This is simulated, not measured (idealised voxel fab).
Process module heading - voxel quadruple lines
The cross-section shown here is cut; it is 215 nm wide and divided into square cells measuring 5 nm on a side.
Format of a cross-section: grid, square cells. Given as bands. Order: top down. Band: one or more rows of cells.
Look at the band entry: it leads with the top's height and the bottom's height in nm. Then it lists the materials left to right, with a width in nm for each. The word "throughout" on a single material says that material fills the band edge to edge. The word "air" is empty space.
Ref level 0: as-received wafer is one material below here. Bottom band extends down with no lower bound ("0..down").
A width given as "30->40" starts at the first number in the band's top row and ends at the second number in its bottom row, shifting by an equal amount at every step from row to row.
"nothing different" after a step means that no cell of the cross-section changed.
The label "Closed cavities" introduces a list of the empty spaces, 8 cells or larger, that have no open way up to the top; each entry in it reads width x height at distance, where the distance is taken from the left edge and all three are stated in nm.
after a step's settings: what the simulator itself notes on the step
overlay nm: step with mask; distance mask lay right of planned place; negative value = left of planned place.

# The steps planned for the process are as follows
1. RECEIVE (material Si)
2. CONFORMAL_DEP (material Al2O3; thk nm 5)
3. DIRECTIONAL_DEP (material TiN; thk nm 15)
4. DIRECTIONAL_DEP (material polySi; thk nm 15)
5. DIRECTIONAL_DEP (material aC; thk nm 20)
6. PATTERN (tone cover; mask id MANDREL; material resist; width nm 20; thk nm 30; overlay nm 0)
7. DIRECTIONAL_ETCH (etch materials aC; depth nm 20)
8. STRIP (etch materials resist)
9. CONFORMAL_DEP (material SiO2; thk nm 10)
10. DIRECTIONAL_ETCH (etch materials SiO2; depth nm 10)
11. STRIP (etch materials aC)
12. DIRECTIONAL_ETCH (etch materials polySi; depth nm 15)
13. STRIP (etch materials SiO2)
14. CONFORMAL_DEP (material SiCN; thk nm 5)
15. DIRECTIONAL_ETCH (etch materials SiCN; depth nm 5)
16. STRIP (etch materials polySi)
17. DIRECTIONAL_ETCH (etch materials TiN; depth nm 15)
18. STRIP (etch materials SiCN)

# Cross-section of the incoming wafer, state after step 1
0..down: Si throughout
Closed cavities: none

# End-of-module cross-section. Starting structure and process plan as above; one mistake made in running it
15..0: 80 nm air | 5 nm TiN | 10 nm air | 5 nm TiN | 10 nm air | 5 nm TiN | 10 nm air | 5 nm TiN | 85 nm air
0..down: Si throughout
Closed cavities: none
Here's what went sideways: plan step 2 was not performed, having been skipped
